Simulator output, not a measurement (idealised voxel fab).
process module | voxel transistor to metal
cross-section cut | 300 nm wide | cells 5 nm
A cross-section is a grid of square cells, given in bands from the top down. A band is one or more rows of cells.
Each band's line starts with the height of the band's top and of its bottom, in nm. Then come its materials from left to right, each with its width in nm. One material with "throughout" fills the band from edge to edge. "air" is empty space.
Height 0 is the level under which the wafer as received is all one material. The lowest band goes on downwards, as in "0 down".
A width such as "30 to 40" changes by the same amount from each row of cells to the next, from the band's top row to its bottom row.
"no change" after a step means that no cell of the cross-section changed.
closed voids: empty space of 8 cells or more with no open way to the top, each as width x height at its distance from the left edge, in nm
after a step's settings: what the simulator itself notes on the step
overlay nm, on a step with a mask: how far to the right of its planned place the mask lay; to the left if negative
plan
1 op RECEIVE | material Si
2 op OXIDIZE | depth nm 5
3 op CONFORMAL_DEP | material SiN | thk nm 15
4 op PATTERN | tone cover | mask id ACTIVE | material resist | width nm 90 | pitch nm 110 | thk nm 20 | overlay nm 0
5 op DIRECTIONAL_ETCH | etch materials SiN | depth nm 15
6 op DIRECTIONAL_ETCH | etch materials SiO2 | depth nm 5
7 op DIRECTIONAL_ETCH | etch materials Si | depth nm 30
8 op STRIP | etch materials resist
9 op OXIDIZE | depth nm 5
10 op FILL_DEP | material SiO2 | thk nm 10
11 op CMP | height nm 15
12 op SELECTIVE_ETCH | etch materials SiO2 | depth nm 5
13 op STRIP | etch materials SiN
14 op SELECTIVE_ETCH | etch materials SiO2 | depth nm 5
15 op OXIDIZE | depth nm 5
16 op DIRECTIONAL_DEP | material polySi | thk nm 30
17 op DIRECTIONAL_DEP | material SiCN | thk nm 10
18 op MASKED_ETCH | tone cover | mask id GATE | width nm 20 | pitch nm 110 | etch materials SiCN | depth nm 20 | overlay nm 0
19 op MASKED_ETCH | tone cover | mask id GATE | width nm 20 | pitch nm 110 | etch materials polySi | depth nm 40 | overlay nm 0
20 op CONFORMAL_DEP | material SiO2 | thk nm 5
21 op DIRECTIONAL_ETCH | etch materials SiO2 | depth nm 5
22 op CONFORMAL_DEP | material SiN | thk nm 5
23 op DIRECTIONAL_ETCH | etch materials SiN | depth nm 5
24 op DIRECTIONAL_ETCH | etch materials SiO2 | depth nm 5
25 op DIRECTIONAL_ETCH | etch materials Si | depth nm 15
26 op EPI | material SiGe | thk nm 15
27 op FILL_DEP | material SiO2 | thk nm 5
28 op CMP | height nm 35
29 op DIRECTIONAL_DEP | material SiO2 | thk nm 10
30 op DIRECTIONAL_DEP | material aC | thk nm 15
31 op PATTERN | tone open | mask id CONTACT | material resist | width nm 15 | thk nm 35 | overlay nm -15
32 op DIRECTIONAL_ETCH | etch materials aC | depth nm 15
33 op STRIP | etch materials resist
34 op DIRECTIONAL_ETCH | etch materials SiO2 | depth nm 55
35 op STRIP | etch materials aC
36 op CONFORMAL_DEP | material TiN | thk nm 5
37 op FILL_DEP | material W | thk nm 5
38 op CMP | height nm 45
39 op DIRECTIONAL_DEP | material TiN | thk nm 5
40 op DIRECTIONAL_DEP | material Ru | thk nm 20
41 op PATTERN | tone cover | mask id METAL_1 | material resist | width nm 15 | thk nm 15 | overlay nm 0
42 op DIRECTIONAL_ETCH | etch materials Ru | depth nm 20
43 op DIRECTIONAL_ETCH | etch materials TiN | depth nm 5
44 op STRIP | etch materials resist
45 op CONFORMAL_DEP | material SiN | thk nm 5
46 op FILL_DEP | material SiO2 | thk nm 10
47 op CMP | height nm 70
48 op CONFORMAL_DEP | material SiCN | thk nm 5
varied across the wafers: overlay nm of step 31. The plan shows the first wafer's value. All wafers start alike
first wafer as received, after step 1
  0 down: Si throughout
  closed voids: none
first wafer at the end, after step 48
  75 to 70: SiCN throughout
  70 to 50: SiO2 50 | SiN 5 | Ru 15 | SiN 5 | SiO2 40 | SiN 5 | Ru 15 | SiN 5 | SiO2 20 | SiN 5 | Ru 15 | SiN 5 | SiO2 40 | SiN 5 | Ru 15 | SiN 5 | SiO2 50
  50 to 45: SiN 55 | TiN 15 | SiN 50 | TiN 15 | SiN 30 | TiN 15 | SiN 50 | TiN 15 | SiN 55
  45 to 40: SiO2 40 | TiN 5 | W 5 | TiN 5 | SiO2 50 | TiN 5 | W 5 | TiN 5 | SiO2 30 | TiN 5 | W 5 | TiN 5 | SiO2 50 | TiN 5 | W 5 | TiN 5 | SiO2 70
  40 to 35: SiO2 40 | TiN 5 | W 5 | TiN 5 | SiO2 50 | TiN 15 | SiO2 30 | TiN 5 | W 5 | TiN 5 | SiO2 50 | TiN 15 | SiO2 70
  35 to 25: SiO2 40 | TiN 5 | W 5 | TiN 5 | SiO2 20 | SiN 5 | SiO2 5 | SiCN 20 | TiN 5 | SiN 5 | TiN 5 | SiO2 30 | TiN 5 | W 5 | TiN 5 | SiO2 20 | SiN 5 | SiO2 5 | SiCN 20 | TiN 5 | SiN 5 | TiN 5 | SiO2 70
  25 to 10: SiO2 40 | TiN 5 | W 5 | TiN 5 | SiO2 20 | SiN 5 | SiO2 5 | polySi 20 | TiN 5 | SiN 5 | TiN 5 | SiO2 30 | TiN 5 | W 5 | TiN 5 | SiO2 20 | SiN 5 | SiO2 5 | polySi 20 | TiN 5 | SiN 5 | TiN 5 | SiO2 70
  10 to 5: SiO2 40 | TiN 15 | SiO2 20 | SiN 5 | SiO2 5 | polySi 20 | TiN 5 | SiN 5 | TiN 5 | SiO2 30 | TiN 15 | SiO2 20 | SiN 5 | SiO2 5 | polySi 20 | TiN 5 | SiN 5 | TiN 5 | SiO2 70
  5 to -5: SiO2 40 | TiN 10 | SiN 5 | SiO2 5 | SiGe 15 | SiN 5 | SiO2 5 | polySi 20 | TiN 5 | SiN 5 | SiGe 15 | SiO2 5 | SiN 5 | SiO2 10 | TiN 10 | SiN 5 | SiO2 5 | SiGe 15 | SiN 5 | SiO2 5 | polySi 20 | TiN 5 | SiN 5 | SiGe 15 | SiO2 5 | SiN 5 | SiO2 50
  -5 to -10: SiO2 40 | TiN 10 | SiO2 10 | SiGe 15 | SiO2 30 | TiN 5 | SiO2 5 | SiGe 15 | SiO2 20 | TiN 10 | SiO2 10 | SiGe 15 | SiO2 30 | TiN 5 | SiO2 5 | SiGe 15 | SiO2 60
  -10 to -25: SiO2 55 | SiGe 20 | Si 40 | SiGe 20 | SiO2 30 | SiGe 20 | Si 40 | SiGe 20 | SiO2 55
  -25 to -40: SiO2 55 | Si 80 | SiO2 30 | Si 80 | SiO2 55
  -40 down: Si throughout
  closed voids: none
last wafer at the end
  75 to 70: SiCN throughout
  70 to 50: SiO2 50 | SiN 5 | Ru 15 | SiN 5 | SiO2 40 | SiN 5 | Ru 15 | SiN 5 | SiO2 20 | SiN 5 | Ru 15 | SiN 5 | SiO2 40 | SiN 5 | Ru 15 | SiN 5 | SiO2 50
  50 to 45: SiN 55 | TiN 15 | SiN 50 | TiN 15 | SiN 30 | TiN 15 | SiN 50 | TiN 15 | SiN 55
  45 to 40: SiO2 70 | TiN 5 | W 5 | TiN 5 | SiO2 50 | TiN 5 | W 5 | TiN 5 | SiO2 30 | TiN 5 | W 5 | TiN 5 | SiO2 50 | TiN 5 | W 5 | TiN 5 | SiO2 40
  40 to 35: SiO2 70 | TiN 15 | SiO2 50 | TiN 5 | W 5 | TiN 5 | SiO2 30 | TiN 15 | SiO2 50 | TiN 5 | W 5 | TiN 5 | SiO2 40
  35 to 25: SiO2 70 | TiN 5 | SiN 5 | TiN 5 | SiCN 20 | SiO2 5 | SiN 5 | SiO2 20 | TiN 5 | W 5 | TiN 5 | SiO2 30 | TiN 5 | SiN 5 | TiN 5 | SiCN 20 | SiO2 5 | SiN 5 | SiO2 20 | TiN 5 | W 5 | TiN 5 | SiO2 40
  25 to 10: SiO2 70 | TiN 5 | SiN 5 | TiN 5 | polySi 20 | SiO2 5 | SiN 5 | SiO2 20 | TiN 5 | W 5 | TiN 5 | SiO2 30 | TiN 5 | SiN 5 | TiN 5 | polySi 20 | SiO2 5 | SiN 5 | SiO2 20 | TiN 5 | W 5 | TiN 5 | SiO2 40
  10 to 5: SiO2 70 | TiN 5 | SiN 5 | TiN 5 | polySi 20 | SiO2 5 | SiN 5 | SiO2 20 | TiN 15 | SiO2 30 | TiN 5 | SiN 5 | TiN 5 | polySi 20 | SiO2 5 | SiN 5 | SiO2 20 | TiN 15 | SiO2 40
  5 to -5: SiO2 50 | SiN 5 | SiO2 5 | SiGe 15 | SiN 5 | TiN 5 | polySi 20 | SiO2 5 | SiN 5 | SiGe 15 | SiO2 5 | SiN 5 | TiN 10 | SiO2 10 | SiN 5 | SiO2 5 | SiGe 15 | SiN 5 | TiN 5 | polySi 20 | SiO2 5 | SiN 5 | SiGe 15 | SiO2 5 | SiN 5 | TiN 10 | SiO2 40
  -5 to -10: SiO2 60 | SiGe 15 | SiO2 5 | TiN 5 | SiO2 30 | SiGe 15 | SiO2 10 | TiN 10 | SiO2 20 | SiGe 15 | SiO2 5 | TiN 5 | SiO2 30 | SiGe 15 | SiO2 10 | TiN 10 | SiO2 40
  -10 to -25: SiO2 55 | SiGe 20 | Si 40 | SiGe 20 | SiO2 30 | SiGe 20 | Si 40 | SiGe 20 | SiO2 55
  -25 to -40: SiO2 55 | Si 80 | SiO2 30 | Si 80 | SiO2 55
  -40 down: Si throughout
  closed voids: none
each wafer at the end: cells of each material gained (+) or lost (-) since it was received, then its closed voids
overlay nm -15 | +48 Ru | -336 Si | +76 SiCN | +84 SiGe | +120 SiN | +746 SiO2 | +98 TiN | +16 W | +48 polySi | closed voids: none
overlay nm -10 | +48 Ru | -336 Si | +76 SiCN | +84 SiGe | +120 SiN | +752 SiO2 | +92 TiN | +16 W | +48 polySi | closed voids: none
overlay nm -5 | +48 Ru | -336 Si | +76 SiCN | +84 SiGe | +120 SiN | +746 SiO2 | +86 TiN | +28 W | +48 polySi | closed voids: none
overlay nm 0 | +48 Ru | -336 Si | +76 SiCN | +84 SiGe | +120 SiN | +740 SiO2 | +92 TiN | +28 W | +48 polySi | closed voids: none
overlay nm 5 | +48 Ru | -336 Si | +76 SiCN | +84 SiGe | +120 SiN | +746 SiO2 | +86 TiN | +28 W | +48 polySi | closed voids: none
overlay nm 10 | +48 Ru | -336 Si | +76 SiCN | +84 SiGe | +120 SiN | +752 SiO2 | +92 TiN | +16 W | +48 polySi | closed voids: none
overlay nm 15 | +48 Ru | -336 Si | +76 SiCN | +84 SiGe | +120 SiN | +746 SiO2 | +98 TiN | +16 W | +48 polySi | closed voids: none
